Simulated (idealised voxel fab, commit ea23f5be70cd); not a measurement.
process module | voxel capacitor over wiring
cross-section cut | 190 nm wide | cells 5 nm
A cross-section is a grid of square cells, given in bands from the top down. A band is one or more rows of cells.
Each band's line starts with the height of the band's top and of its bottom, in nm. Then come its materials from left to right, each with its width in nm. One material with "throughout" fills the band from edge to edge. "air" is empty space.
Height 0 is the level under which the wafer as received is all one material. The lowest band goes on downwards, as in "0 down".
A width such as "30 to 40" changes by the same amount from each row of cells to the next, from the band's top row to its bottom row.
"no change" after a step means that no cell of the cross-section changed.
closed voids: empty space of 8 cells or more with no open way to the top, each as width x height at its distance from the left edge, in nm
after a step's settings: what the simulator itself notes on the step
overlay nm, on a step with a mask: how far to the right of its planned place the mask lay; to the left if negative
plan
1 op RECEIVE | material Si
2 op CONFORMAL_DEP | material SiO2 | thk nm 10
3 op CONFORMAL_DEP | material SiCN | thk nm 5
4 op DIRECTIONAL_DEP | material SiO2 | thk nm 20
5 op MASKED_ETCH | tone open | mask id METAL_1 | width nm 25 | pitch nm 75 | etch materials SiO2 | depth nm 20 | overlay nm 0
6 op MASKED_ETCH | tone open | mask id METAL_1 | width nm 25 | pitch nm 75 | etch materials SiCN | depth nm 5 | overlay nm 0
7 op CONFORMAL_DEP | material TiN | thk nm 5
8 op FILL_DEP | material Ru | thk nm 10
9 op CMP | height nm 35
10 op CONFORMAL_DEP | material SiCN | thk nm 5
11 op DIRECTIONAL_DEP | material SiO2 | thk nm 20
12 op PATTERN | tone open | mask id PLUG_1 | material resist | width nm 15 | thk nm 15 | overlay nm 0
13 op DIRECTIONAL_ETCH | etch materials SiO2 | depth nm 20
14 op DIRECTIONAL_ETCH | etch materials SiCN | depth nm 5
15 op STRIP | etch materials resist
16 op EPI | material Ru | thk nm 10
17 op EPI | material Ru | thk nm 10
18 op EPI | material Ru | thk nm 5
19 op DIRECTIONAL_DEP | material TiN | thk nm 5
20 op DIRECTIONAL_DEP | material SiN | thk nm 5
21 op DIRECTIONAL_DEP | material TiN | thk nm 10
22 op DIRECTIONAL_DEP | material aC | thk nm 10
23 op PATTERN | tone cover | mask id UPPER_PLATE | material resist | width nm 55 | thk nm 30 | overlay nm 0
24 op DIRECTIONAL_ETCH | etch materials aC | depth nm 10
25 op STRIP | etch materials resist
26 op DIRECTIONAL_ETCH | etch materials TiN | depth nm 10
27 op DIRECTIONAL_ETCH | etch materials SiN | depth nm 5
28 op STRIP | etch materials aC
29 op DIRECTIONAL_DEP | material aC | thk nm 10
30 op PATTERN | tone cover | mask id LOWER_PLATE | material resist | width nm 65 | thk nm 30 | overlay nm 0
31 op DIRECTIONAL_ETCH | etch materials aC | depth nm 10
32 op STRIP | etch materials resist
33 op DIRECTIONAL_ETCH | etch materials TiN | depth nm 5
34 op STRIP | etch materials aC
35 op FILL_DEP | material SiO2 | thk nm 20
36 op CMP | height nm 95
37 op MASKED_ETCH | tone open | mask id PLUG_2 | width nm 15 | etch materials SiO2 | depth nm 15 | overlay nm 0
38 op CONFORMAL_DEP | material TiN | thk nm 5
39 op FILL_DEP | material Ru | thk nm 5
40 op CMP | height nm 95
41 op CONFORMAL_DEP | material SiN | thk nm 5
first wafer, as planned
as received, after step 1
  0 down: Si throughout
  closed voids: none
after step 2
  10 to 0: SiO2 throughout
  below 0: unchanged
after step 3
  15 to 10: SiCN throughout
  below 10: unchanged
after step 4
  35 to 15: SiO2 throughout
  below 15: unchanged
after step 5
  35 to 15: SiO2 45 | air 25 | SiO2 50 | air 25 | SiO2 45
  below 15: unchanged
after step 6
  35 to 15: SiO2 45 | air 25 | SiO2 50 | air 25 | SiO2 45
  15 to 10: SiCN 45 | air 25 | SiCN 50 | air 25 | SiCN 45
  below 10: unchanged
after step 7
  40 to 35: TiN 50 | air 15 | TiN 60 | air 15 | TiN 50
  35 to 15: SiO2 45 | TiN 5 | air 15 | TiN 5 | SiO2 50 | TiN 5 | air 15 | TiN 5 | SiO2 45
  15 to 10: SiCN 45 | TiN 25 | SiCN 50 | TiN 25 | SiCN 45
  below 10: unchanged
after step 8
  50 to 40: Ru throughout
  40 to 35: TiN 50 | Ru 15 | TiN 60 | Ru 15 | TiN 50
  35 to 15: SiO2 45 | TiN 5 | Ru 15 | TiN 5 | SiO2 50 | TiN 5 | Ru 15 | TiN 5 | SiO2 45
  below 15: unchanged
after step 9
  35 to 15: SiO2 45 | TiN 5 | Ru 15 | TiN 5 | SiO2 50 | TiN 5 | Ru 15 | TiN 5 | SiO2 45
  below 15: unchanged
after step 10
  40 to 35: SiCN throughout
  below 35: unchanged
after step 11
  60 to 40: SiO2 throughout
  below 40: unchanged
after step 12
  75 to 60: resist 55 | air 15 | resist 120
  below 60: unchanged
after step 13
  75 to 60: resist 55 | air 15 | resist 120
  60 to 40: SiO2 55 | air 15 | SiO2 120
  below 40: unchanged
after step 14
  75 to 60: resist 55 | air 15 | resist 120
  60 to 40: SiO2 55 | air 15 | SiO2 120
  40 to 35: SiCN 55 | air 15 | SiCN 120
  below 35: unchanged
after step 15
  60 to 40: SiO2 55 | air 15 | SiO2 120
  below 40: unchanged
after step 16
  60 to 45: SiO2 55 | air 15 | SiO2 120
  45 to 40: SiO2 55 | Ru 15 | SiO2 120
  40 to 35: SiCN 55 | Ru 15 | SiCN 120
  below 35: unchanged
after step 17
  60 to 55: SiO2 55 | air 15 | SiO2 120
  55 to 40: SiO2 55 | Ru 15 | SiO2 120
  below 40: unchanged
after step 18
  60 to 40: SiO2 55 | Ru 15 | SiO2 120
  below 40: unchanged
after step 19
  65 to 60: TiN throughout
  below 60: unchanged
after step 20
  70 to 65: SiN throughout
  below 65: unchanged
after step 21
  80 to 70: TiN throughout
  below 70: unchanged
after step 22
  90 to 80: aC throughout
  below 80: unchanged
after step 23
  120 to 90: air 55 | resist 55 | air 80
  below 90: unchanged
after step 24
  110 to 90: air 55 | resist 55 | air 80
  90 to 80: air 55 | aC 55 | air 80
  below 80: unchanged
after step 25
  90 to 80: air 55 | aC 55 | air 80
  below 80: unchanged
after step 26
  90 to 80: air 55 | aC 55 | air 80
  80 to 70: air 55 | TiN 55 | air 80
  below 70: unchanged
after step 27
  90 to 80: air 55 | aC 55 | air 80
  80 to 70: air 55 | TiN 55 | air 80
  70 to 65: air 55 | SiN 55 | air 80
  below 65: unchanged
after step 28
  80 to 70: air 55 | TiN 55 | air 80
  below 70: unchanged
after step 29
  90 to 80: air 55 | aC 55 | air 80
  80 to 75: air 55 | TiN 55 | air 80
  75 to 70: aC 55 | TiN 55 | aC 80
  70 to 65: aC 55 | SiN 55 | aC 80
  below 65: unchanged
after step 30
  120 to 90: air 50 | resist 65 | air 75
  90 to 80: air 50 | resist 5 | aC 55 | resist 5 | air 75
  80 to 75: air 50 | resist 5 | TiN 55 | resist 5 | air 75
  below 75: unchanged
after step 31
  110 to 90: air 50 | resist 65 | air 75
  90 to 80: air 50 | resist 5 | aC 55 | resist 5 | air 75
  80 to 75: air 50 | resist 5 | TiN 55 | resist 5 | air 75
  75 to 70: air 50 | aC 5 | TiN 55 | aC 5 | air 75
  70 to 65: air 50 | aC 5 | SiN 55 | aC 5 | air 75
  below 65: unchanged
after step 32
  90 to 80: air 55 | aC 55 | air 80
  80 to 75: air 55 | TiN 55 | air 80
  below 75: unchanged
after step 33
  90 to 80: air 55 | aC 55 | air 80
  80 to 75: air 55 | TiN 55 | air 80
  75 to 70: air 50 | aC 5 | TiN 55 | aC 5 | air 75
  70 to 65: air 50 | aC 5 | SiN 55 | aC 5 | air 75
  65 to 60: air 50 | TiN 65 | air 75
  below 60: unchanged
after step 34
  80 to 70: air 55 | TiN 55 | air 80
  70 to 65: air 55 | SiN 55 | air 80
  below 65: unchanged
after step 35
  100 to 80: SiO2 throughout
  80 to 70: SiO2 55 | TiN 55 | SiO2 80
  70 to 65: SiO2 55 | SiN 55 | SiO2 80
  65 to 60: SiO2 50 | TiN 65 | SiO2 75
  below 60: unchanged
after step 36
  95 to 80: SiO2 throughout
  below 80: unchanged
after step 37
  95 to 80: SiO2 65 | air 15 | SiO2 110
  below 80: unchanged
after step 38
  100 to 95: TiN 70 | air 5 | TiN 115
  95 to 85: SiO2 65 | TiN 5 | air 5 | TiN 5 | SiO2 110
  85 to 80: SiO2 65 | TiN 15 | SiO2 110
  below 80: unchanged
after step 39
  105 to 100: Ru throughout
  100 to 95: TiN 70 | Ru 5 | TiN 115
  95 to 85: SiO2 65 | TiN 5 | Ru 5 | TiN 5 | SiO2 110
  below 85: unchanged
after step 40
  95 to 85: SiO2 65 | TiN 5 | Ru 5 | TiN 5 | SiO2 110
  below 85: unchanged
after step 41
  100 to 95: SiN throughout
  below 95: unchanged
second wafer: like start, like plan, one mistake. Through step 17 it matches the first wafer
when step 18 should have ended
  65 to 60: TiN 55 | air 15 | TiN 120
  60 to 55: SiO2 55 | TiN 15 | SiO2 120
  below 55: unchanged
when step 19 should have ended
  70 to 65: Ru 60 | air 5 | Ru 125
  65 to 60: TiN 55 | Ru 15 | TiN 120
  below 60: unchanged
when step 20 should have ended
  75 to 70: SiN 60 | air 5 | SiN 125
  70 to 65: Ru 60 | SiN 5 | Ru 125
  below 65: unchanged
when step 21 should have ended
  85 to 80: TiN 60 | air 5 | TiN 125
  80 to 75: TiN throughout
  75 to 70: SiN 60 | TiN 5 | SiN 125
  below 70: unchanged
when step 22 should have ended
  95 to 90: aC 60 | air 5 | aC 125
  90 to 85: aC throughout
  85 to 80: TiN 60 | aC 5 | TiN 125
  below 80: unchanged
when step 23 should have ended
  125 to 95: air 55 | resist 55 | air 80
  95 to 90: aC 60 | resist 5 | aC 125
  below 90: unchanged
when step 24 should have ended
  115 to 95: air 55 | resist 55 | air 80
  95 to 90: air 55 | aC 5 | resist 5 | aC 45 | air 80
  90 to 85: air 55 | aC 55 | air 80
  below 85: unchanged
when step 25 should have ended
  95 to 90: air 55 | aC 5 | air 5 | aC 45 | air 80
  below 90: unchanged
when step 26 should have ended
  95 to 90: air 55 | aC 5 | air 5 | aC 45 | air 80
  90 to 85: air 55 | aC 55 | air 80
  85 to 80: air 55 | TiN 5 | aC 5 | TiN 45 | air 80
  80 to 75: air 55 | TiN 55 | air 80
  below 75: unchanged
when step 27 should have ended
  95 to 90: air 55 | aC 5 | air 5 | aC 45 | air 80
  90 to 85: air 55 | aC 55 | air 80
  85 to 80: air 55 | TiN 5 | aC 5 | TiN 45 | air 80
  80 to 75: air 55 | TiN 55 | air 80
  75 to 70: air 55 | SiN 5 | TiN 5 | SiN 45 | air 80
  below 70: unchanged
when step 28 should have ended
  85 to 80: air 55 | TiN 5 | air 5 | TiN 45 | air 80
  below 80: unchanged
when step 29 should have ended
  95 to 90: air 55 | aC 5 | air 5 | aC 45 | air 80
  90 to 85: air 55 | aC 55 | air 80
  85 to 80: air 55 | TiN 5 | aC 5 | TiN 45 | air 80
  80 to 75: aC 55 | TiN 55 | aC 80
  75 to 70: aC 55 | SiN 5 | TiN 5 | SiN 45 | aC 80
  below 70: unchanged
when step 30 should have ended
  125 to 95: air 50 | resist 65 | air 75
  95 to 90: air 50 | resist 5 | aC 5 | resist 5 | aC 45 | resist 5 | air 75
  90 to 85: air 50 | resist 5 | aC 55 | resist 5 | air 75
  85 to 80: air 50 | resist 5 | TiN 5 | aC 5 | TiN 45 | resist 5 | air 75
  below 80: unchanged
when step 31 should have ended
  115 to 95: air 50 | resist 65 | air 75
  95 to 90: air 50 | resist 5 | aC 5 | resist 5 | aC 45 | resist 5 | air 75
  90 to 85: air 50 | resist 5 | aC 55 | resist 5 | air 75
  85 to 80: air 50 | resist 5 | TiN 5 | aC 5 | TiN 45 | resist 5 | air 75
  80 to 75: air 50 | aC 5 | TiN 55 | aC 5 | air 75
  75 to 70: air 50 | aC 5 | SiN 5 | TiN 5 | SiN 45 | aC 5 | air 75
  below 70: unchanged
when step 32 should have ended
  95 to 90: air 55 | aC 5 | air 5 | aC 45 | air 80
  90 to 85: air 55 | aC 55 | air 80
  85 to 80: air 55 | TiN 5 | aC 5 | TiN 45 | air 80
  below 80: unchanged
when step 33 should have ended: no change
when step 34 should have ended
  85 to 80: air 55 | TiN 5 | air 5 | TiN 45 | air 80
  80 to 75: air 55 | TiN 55 | air 80
  75 to 70: air 55 | SiN 5 | TiN 5 | SiN 45 | air 80
  below 70: unchanged
when step 35 should have ended
  105 to 85: SiO2 throughout
  85 to 80: SiO2 55 | TiN 5 | SiO2 5 | TiN 45 | SiO2 80
  80 to 75: SiO2 55 | TiN 55 | SiO2 80
  75 to 70: SiO2 55 | SiN 5 | TiN 5 | SiN 45 | SiO2 80
  below 70: unchanged
when step 36 should have ended
  95 to 85: SiO2 throughout
  below 85: unchanged
when step 37 should have ended
  95 to 85: SiO2 65 | air 15 | SiO2 110
  below 85: unchanged
when step 38 should have ended
  100 to 95: TiN 70 | air 5 | TiN 115
  95 to 90: SiO2 65 | TiN 5 | air 5 | TiN 5 | SiO2 110
  90 to 85: SiO2 65 | TiN 15 | SiO2 110
  below 85: unchanged
when step 39 should have ended
  105 to 100: Ru throughout
  100 to 95: TiN 70 | Ru 5 | TiN 115
  95 to 90: SiO2 65 | TiN 5 | Ru 5 | TiN 5 | SiO2 110
  below 90: unchanged
when step 40 should have ended
  95 to 90: SiO2 65 | TiN 5 | Ru 5 | TiN 5 | SiO2 110
  below 90: unchanged
when step 41 should have ended
  100 to 95: SiN throughout
  below 95: unchanged
what went wrong: steps 18 and 19 were swapped
at the end the second wafer has, in cells: 36 more of Ru | 59 fewer of SiO2 | 23 more of TiN
